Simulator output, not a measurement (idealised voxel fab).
process module | voxel gate over fins
cross-section cut | 210 nm wide | cells 5 nm
A cross-section is a grid of square cells, given in bands from the top down. A band is one or more rows of cells.
Each band's line starts with the height of the band's top and of its bottom, in nm. Then come its materials from left to right, each with its width in nm. One material with "throughout" fills the band from edge to edge. "air" is empty space.
Height 0 is the level under which the wafer as received is all one material. The lowest band goes on downwards, as in "0 down".
A width such as "30 to 40" changes by the same amount from each row of cells to the next, from the band's top row to its bottom row.
"no change" after a step means that no cell of the cross-section changed.
closed voids: empty space of 8 cells or more with no open way to the top, each as width x height at its distance from the left edge, in nm
after a step's settings: what the simulator itself notes on the step
overlay nm, on a step with a mask: how far to the right of its planned place the mask lay; to the left if negative
plan
1 op RECEIVE | material Si
2 op CONFORMAL_DEP | material SiN | thk nm 10
3 op MASKED_ETCH | tone cover | mask id FINS | width nm 15 | pitch nm 35 | etch materials SiN | depth nm 10 | overlay nm 0
4 op MASKED_ETCH | tone cover | mask id FINS | width nm 15 | pitch nm 35 | etch materials Si | depth nm 40 | overlay nm 0
5 op OXIDIZE | depth nm 5
6 op FILL_DEP | material SiO2 | thk nm 10
7 op CMP | height nm 10
8 op SELECTIVE_ETCH | etch materials SiO2 | depth nm 20
9 op STRIP | etch materials SiN
10 op CONFORMAL_DEP | material HfO2 | thk nm 5
11 op CONFORMAL_DEP | material TiN | thk nm 5
12 op FILL_DEP | material W | thk nm 10
13 op CMP | height nm 15
14 op CONFORMAL_DEP | material SiCN | thk nm 10
as received, after step 1
  0 down: Si throughout
  closed voids: none
first wafer at the end, as planned
  25 to 15: SiCN throughout
  15 to 10: W throughout
  10 to 5: W 75 | TiN 25 | W 10 | TiN 25 | W 75
  5 to 0: W 75 | TiN 5 | HfO2 15 | TiN 5 | W 10 | TiN 5 | HfO2 15 | TiN 5 | W 75
  0 to -5: TiN 80 | HfO2 5 | Si 5 | HfO2 5 | TiN 20 | HfO2 5 | Si 5 | HfO2 5 | TiN 80
  -5 to -10: HfO2 85 | Si 5 | HfO2 30 | Si 5 | HfO2 85
  -10 to -45: SiO2 85 | Si 5 | SiO2 30 | Si 5 | SiO2 85
  -45 down: Si throughout
  closed voids: none
second wafer at the end: like start, like plan, one mistake
  25 to 15: SiCN throughout
  15 to 10: W throughout
  10 to 5: W 75 | TiN 25 | W 10 | TiN 25 | W 75
  5 to 0: W 75 | TiN 5 | HfO2 15 | TiN 5 | W 10 | TiN 5 | HfO2 15 | TiN 5 | W 75
  0 to -5: TiN 80 | HfO2 5 | Si 5 | HfO2 5 | TiN 20 | HfO2 5 | Si 5 | HfO2 5 | TiN 80
  -5 to -10: HfO2 85 | Si 5 | HfO2 30 | Si 5 | HfO2 85
  -10 to -85: SiO2 85 | Si 5 | SiO2 30 | Si 5 | SiO2 85
  -85 down: Si throughout
  closed voids: none
what went wrong: step 4 was run twice
at the end the second wafer has, in cells: 320 fewer of Si | 320 more of SiO2
